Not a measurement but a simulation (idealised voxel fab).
This is a process module. Its name is voxel quadruple lines.
This is section cut - it's 285 nm across, gridded in 5 nm square cells.
Heads up, the way a cross-section reads in here is a grid of square cells, handed over as bands from the top down, with every band being one or more rows of cells. First you get the band's top height and its bottom height, in nm, and then the materials it's made of, left to right, with each width in nm. If you see a single material with "edge to edge", that one covers the band edge to edge. "air" is empty space. All heights in this document are referenced to 0, defined as the level beneath which the wafer, as received, consists entirely of one material. The lowest band is not bounded below; it extends indefinitely downward and is written in the form "top 0, no bottom". You'd read "30 to 40" like this: the band's top row of cells is as wide as the first number, its bottom row is as wide as the second, and going down, every row changes width by the same amount as the row before did. Basically "no modifications" means that step didn't change any cell in the cross-section. Empty spaces counting at least 8 cells and having no open way to the top are listed in "Closed void listing". The notation width x height at distance is used for each, the distance being from the left edge and all three values in nm. Anything after a step's settings on that line? It's the simulator's own note about the step. The setting "overlay nm" may be written on the line of a step. When the step uses a mask, the value reports how far to the right of the planned place the mask lay, and a negative value reports that it lay to the left.
-- Process steps - plan
| 1 | RECEIVE (material Si) |
| 2 | CONFORMAL_DEP (material Al2O3; thk nm 5) |
| 3 | DIRECTIONAL_DEP (material W; thk nm 15) |
| 4 | DIRECTIONAL_DEP (material polySi; thk nm 20) |
| 5 | DIRECTIONAL_DEP (material aC; thk nm 25) |
| 6 | PATTERN (tone cover; mask id MANDREL; material resist; width nm 30; thk nm 30; overlay nm 0) |
| 7 | DIRECTIONAL_ETCH (etch materials aC; depth nm 25) |
| 8 | STRIP (etch materials resist) |
| 9 | CONFORMAL_DEP (material SiO2; thk nm 10) |
| 10 | DIRECTIONAL_ETCH (etch materials SiO2; depth nm 10) |
| 11 | STRIP (etch materials aC) |
| 12 | DIRECTIONAL_ETCH (etch materials polySi; depth nm 20) |
| 13 | STRIP (etch materials SiO2) |
| 14 | CONFORMAL_DEP (material SiN; thk nm 10) |
| 15 | DIRECTIONAL_ETCH (etch materials SiN; depth nm 10) |
| 16 | STRIP (etch materials polySi) |
| 17 | DIRECTIONAL_ETCH (etch materials W; depth nm 15) |
| 18 | STRIP (etch materials SiN) |
| 19 | FILL_DEP (material lowk; thk nm 5) |
| 20 | CMP (height nm 20) |
-- first wafer, as planned
-- Cross-section, incoming material, after step 1
* top 0, no bottom  Si edge to edge
* Closed void listing: none
-- Wafer xsec, post step 2
* top 5, bottom 0  Al2O3 edge to edge
* At heights below 0, the structure remains unaltered.
-- Wafer xsec, post step 3
* top 20, bottom 5  W edge to edge
* At heights below 5, the structure remains unaltered.
-- Wafer xsec, post step 4
* top 40, bottom 20  polySi edge to edge
* At heights below 20, the structure remains unaltered.
-- Wafer xsec, post step 5
* top 65, bottom 40  aC edge to edge
* At heights below 40, the structure remains unaltered.
-- Wafer xsec, post step 6
* top 95, bottom 65  air=125 | resist=30 | air=130
* At heights below 65, the structure remains unaltered.
-- Wafer xsec, post step 7
* top 70, bottom 65  air=125 | resist=30 | air=130
* top 65, bottom 40  air=125 | aC=30 | air=130
* At heights below 40, the structure remains unaltered.
-- Wafer xsec, post step 8
* top 65, bottom 40  air=125 | aC=30 | air=130
* At heights below 40, the structure remains unaltered.
-- Wafer xsec, post step 9
* top 75, bottom 65  air=115 | SiO2=50 | air=120
* top 65, bottom 50  air=115 | SiO2=10 | aC=30 | SiO2=10 | air=120
* top 50, bottom 40  SiO2=125 | aC=30 | SiO2=130
* At heights below 40, the structure remains unaltered.
-- Wafer xsec, post step 10
* top 65, bottom 40  air=115 | SiO2=10 | aC=30 | SiO2=10 | air=120
* At heights below 40, the structure remains unaltered.
-- Wafer xsec, post step 11
* top 65, bottom 40  air=115 | SiO2=10 | air=30 | SiO2=10 | air=120
* At heights below 40, the structure remains unaltered.
-- Wafer xsec, post step 12
* top 65, bottom 40  air=115 | SiO2=10 | air=30 | SiO2=10 | air=120
* top 40, bottom 20  air=115 | polySi=10 | air=30 | polySi=10 | air=120
* At heights below 20, the structure remains unaltered.
-- Wafer xsec, post step 13
* top 40, bottom 20  air=115 | polySi=10 | air=30 | polySi=10 | air=120
* At heights below 20, the structure remains unaltered.
-- Wafer xsec, post step 14
* top 50, bottom 40  air=105 | SiN=30 | air=10 | SiN=30 | air=110
* top 40, bottom 30  air=105 | SiN=10 | polySi=10 | SiN=10 | air=10 | SiN=10 | polySi=10 | SiN=10 | air=110
* top 30, bottom 20  SiN=115 | polySi=10 | SiN=30 | polySi=10 | SiN=120
* At heights below 20, the structure remains unaltered.
-- Wafer xsec, post step 15
* top 40, bottom 20  air=105 | SiN=10 | polySi=10 | SiN=10 | air=10 | SiN=10 | polySi=10 | SiN=10 | air=110
* At heights below 20, the structure remains unaltered.
-- Wafer xsec, post step 16
* top 40, bottom 20  air=105 | SiN=10 | air=10 | SiN=10 | air=10 | SiN=10 | air=10 | SiN=10 | air=110
* At heights below 20, the structure remains unaltered.
-- Wafer xsec, post step 17
* top 40, bottom 20  air=105 | SiN=10 | air=10 | SiN=10 | air=10 | SiN=10 | air=10 | SiN=10 | air=110
* top 20, bottom 5  air=105 | W=10 | air=10 | W=10 | air=10 | W=10 | air=10 | W=10 | air=110
* At heights below 5, the structure remains unaltered.
-- Wafer xsec, post step 18
* top 20, bottom 5  air=105 | W=10 | air=10 | W=10 | air=10 | W=10 | air=10 | W=10 | air=110
* At heights below 5, the structure remains unaltered.
-- Wafer xsec, post step 19
* top 25, bottom 20  lowk edge to edge
* top 20, bottom 5  lowk=105 | W=10 | lowk=10 | W=10 | lowk=10 | W=10 | lowk=10 | W=10 | lowk=110
* At heights below 5, the structure remains unaltered.
-- Wafer xsec, post step 20
* top 20, bottom 5  lowk=105 | W=10 | lowk=10 | W=10 | lowk=10 | W=10 | lowk=10 | W=10 | lowk=110
* At heights below 5, the structure remains unaltered.
-- The remaining wafer, second of the two, started like the first and was run to the same plan, except that one mistake was made along the way; the two coincide through step 1, inclusive
Second wafer, cross-section, planned end of step 2: no modifications
-- Second wafer, cross-section, planned end of step 3
* top 15, bottom 0  W edge to edge
* At heights below 0, the structure remains unaltered.
-- Second wafer, cross-section, planned end of step 4
* top 35, bottom 15  polySi edge to edge
* At heights below 15, the structure remains unaltered.
-- Second wafer, cross-section, planned end of step 5
* top 60, bottom 35  aC edge to edge
* At heights below 35, the structure remains unaltered.
-- Second wafer, cross-section, planned end of step 6
* top 90, bottom 60  air=125 | resist=30 | air=130
* At heights below 60, the structure remains unaltered.
-- Second wafer, cross-section, planned end of step 7
* top 65, bottom 60  air=125 | resist=30 | air=130
* top 60, bottom 35  air=125 | aC=30 | air=130
* At heights below 35, the structure remains unaltered.
-- Second wafer, cross-section, planned end of step 8
* top 60, bottom 35  air=125 | aC=30 | air=130
* At heights below 35, the structure remains unaltered.
-- Second wafer, cross-section, planned end of step 9
* top 70, bottom 60  air=115 | SiO2=50 | air=120
* top 60, bottom 45  air=115 | SiO2=10 | aC=30 | SiO2=10 | air=120
* top 45, bottom 35  SiO2=125 | aC=30 | SiO2=130
* At heights below 35, the structure remains unaltered.
-- Second wafer, cross-section, planned end of step 10
* top 60, bottom 35  air=115 | SiO2=10 | aC=30 | SiO2=10 | air=120
* At heights below 35, the structure remains unaltered.
-- Second wafer, cross-section, planned end of step 11
* top 60, bottom 35  air=115 | SiO2=10 | air=30 | SiO2=10 | air=120
* At heights below 35, the structure remains unaltered.
-- Second wafer, cross-section, planned end of step 12
* top 60, bottom 35  air=115 | SiO2=10 | air=30 | SiO2=10 | air=120
* top 35, bottom 15  air=115 | polySi=10 | air=30 | polySi=10 | air=120
* At heights below 15, the structure remains unaltered.
-- Second wafer, cross-section, planned end of step 13
* top 35, bottom 15  air=115 | polySi=10 | air=30 | polySi=10 | air=120
* At heights below 15, the structure remains unaltered.
-- Second wafer, cross-section, planned end of step 14
* top 45, bottom 35  air=105 | SiN=30 | air=10 | SiN=30 | air=110
* top 35, bottom 25  air=105 | SiN=10 | polySi=10 | SiN=10 | air=10 | SiN=10 | polySi=10 | SiN=10 | air=110
* top 25, bottom 15  SiN=115 | polySi=10 | SiN=30 | polySi=10 | SiN=120
* At heights below 15, the structure remains unaltered.
-- Second wafer, cross-section, planned end of step 15
* top 35, bottom 15  air=105 | SiN=10 | polySi=10 | SiN=10 | air=10 | SiN=10 | polySi=10 | SiN=10 | air=110
* At heights below 15, the structure remains unaltered.
-- Second wafer, cross-section, planned end of step 16
* top 35, bottom 15  air=105 | SiN=10 | air=10 | SiN=10 | air=10 | SiN=10 | air=10 | SiN=10 | air=110
* At heights below 15, the structure remains unaltered.
-- Second wafer, cross-section, planned end of step 17
* top 35, bottom 15  air=105 | SiN=10 | air=10 | SiN=10 | air=10 | SiN=10 | air=10 | SiN=10 | air=110
* top 15, bottom 0  air=105 | W=10 | air=10 | W=10 | air=10 | W=10 | air=10 | W=10 | air=110
* At heights below 0, the structure remains unaltered.
-- Second wafer, cross-section, planned end of step 18
* top 15, bottom 0  air=105 | W=10 | air=10 | W=10 | air=10 | W=10 | air=10 | W=10 | air=110
* At heights below 0, the structure remains unaltered.
-- Second wafer, cross-section, planned end of step 19
* top 20, bottom 15  lowk edge to edge
* top 15, bottom 0  lowk=105 | W=10 | lowk=10 | W=10 | lowk=10 | W=10 | lowk=10 | W=10 | lowk=110
* At heights below 0, the structure remains unaltered.
Second wafer, cross-section, planned end of step 20: no modifications
So what did we get wrong on this run? step 2 of the plan did not run at all; it was left out
Per the end-of-run cell counts, the second wafer holds more or fewer of some materials than the first: Al2O3 -57, lowk +57
